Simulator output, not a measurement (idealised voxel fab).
Process module name: voxel self aligned vias
Each square cell in cross-section cut measures 5 nm, and the section as a whole is 190 nm wide.
Bands, listed from the top down, are how a cross-section gets written in this document; the cross-section itself is a grid of square cells, and a band is one or more rows of them.
The band entry comprises the height of the band's top followed by the height of its bottom, expressed in nm, and subsequently the band's materials from left to right, each stated together with its width in nm. Where a single material is marked with the word "throughout", that material fills the band from edge to edge. The word "empty" represents empty space.
For the purposes of this specification, 0 denotes the height below which the wafer in its as-received condition is composed wholly of one material, and the lowermost band, lacking a lower limit, extends downward without end, as expressed in "0 nm and below".
Note: "30 to 40" means the width goes from the first number (top row of the band) to the second number (bottom row) in equal steps per row of cells.
The cross-section has no changed cell in any step marked "nothing altered".
Heads up: "Completely enclosed voids" only lists the empty pockets with no open path to the top that are 8 cells or more, and it writes them as width x height at distance, distance from the left edge, in nm.
Note: text after step settings on the step line = simulator remark on that step.
Steps that use a mask can have "overlay nm" on their line. It says how far the mask sat to the right of where it was meant to be. Negative means to the left.
Steps in the process plan:
1) RECEIVE: material Si
2) CONFORMAL_DEP: material SiO2, thk nm 15
3) CONFORMAL_DEP: material SiCN, thk nm 5
4) DIRECTIONAL_DEP: material SiO2, thk nm 30
5) PATTERN: tone open, mask id LINES, material resist, width nm 15, pitch nm 60, thk nm 20, overlay nm 0
6) DIRECTIONAL_ETCH: etch materials SiO2, depth nm 30
7) STRIP: etch materials resist
8) CONFORMAL_DEP: material TiN, thk nm 5
9) FILL_DEP: material Ru, thk nm 10
10) CMP: height nm 50
11) SELECTIVE_ETCH: etch materials W Ru TiN, depth nm 5
12) FILL_DEP: material SiN, thk nm 10
13) CMP: height nm 50
14) DIRECTIONAL_DEP: material SiO2, thk nm 15
15) PATTERN: tone open, mask id VIAS, material resist, width nm 40, thk nm 15, overlay nm 0
16) DIRECTIONAL_ETCH: etch materials SiO2, depth nm 15
17) DIRECTIONAL_ETCH: etch materials SiN, depth nm 5
18) STRIP: etch materials resist
19) CONFORMAL_DEP: material TiN, thk nm 5
20) FILL_DEP: material Ru, thk nm 5
21) CMP: height nm 65
22) CONFORMAL_DEP: material SiN, thk nm 5
The width nm used in step 5 is not the same on every wafer, whereas the starting condition is; the value printed in the plan is the first wafer's.
Cross-section of the first of several received wafers, showing its state after step 1:
> 0 nm and below | Si throughout
> Completely enclosed voids: none
Module end state after final step 22: cross-section of the first of several wafers:
> 70 nm to 65 nm | SiN throughout
> 65 nm to 55 nm | SiO2 (45); TiN (5); Ru (30); TiN (5); SiO2 (105)
> 55 nm to 50 nm | SiO2 (45); TiN (20); Ru (5); TiN (15); SiO2 (105)
> 50 nm to 45 nm | SiO2 (60); TiN (15); SiO2 (45); SiN (15); SiO2 (55)
> 45 nm to 25 nm | SiO2 (60); TiN (5); Ru (5); TiN (5); SiO2 (45); TiN (5); Ru (5); TiN (5); SiO2 (55)
> 25 nm to 20 nm | SiO2 (60); TiN (15); SiO2 (45); TiN (15); SiO2 (55)
> 20 nm to 15 nm | SiCN throughout
> 15 nm to 0 nm | SiO2 throughout
> 0 nm and below | Si throughout
> Completely enclosed voids: none
The final wafer, sectioned at module end:
> 70 nm to 65 nm | SiN throughout
> 65 nm to 55 nm | SiO2 (45); TiN (5); Ru (30); TiN (5); SiO2 (105)
> 55 nm to 50 nm | SiO2 (45); TiN (10); Ru (25); TiN (5); SiO2 (105)
> 50 nm to 45 nm | SiO2 (50); TiN (35); SiO2 (25); SiN (35); SiO2 (45)
> 45 nm to 25 nm | SiO2 (50); TiN (5); Ru (25); TiN (5); SiO2 (25); TiN (5); Ru (25); TiN (5); SiO2 (45)
> 25 nm to 20 nm | SiO2 (50); TiN (35); SiO2 (25); TiN (35); SiO2 (45)
> 20 nm to 15 nm | SiCN throughout
> 15 nm to 0 nm | SiO2 throughout
> 0 nm and below | Si throughout
> Completely enclosed voids: none
Note: the following table is arranged by wafer, a row apiece. Each row reports the end-of-module state: per material, cells gained (+) or cells lost (-) compared with the wafer as received; closed voids follow:
width nm 15, +21 Ru, +38 SiCN, +41 SiN, +396 SiO2, +36 TiN, Completely enclosed voids: none
width nm 20, +30 Ru, +38 SiCN, +42 SiN, +384 SiO2, +38 TiN, Completely enclosed voids: none
width nm 25, +39 Ru, +38 SiCN, +43 SiN, +372 SiO2, +40 TiN, Completely enclosed voids: none
width nm 30, +48 Ru, +38 SiCN, +44 SiN, +360 SiO2, +42 TiN, Completely enclosed voids: none
width nm 35, +57 Ru, +38 SiCN, +45 SiN, +348 SiO2, +44 TiN, Completely enclosed voids: none
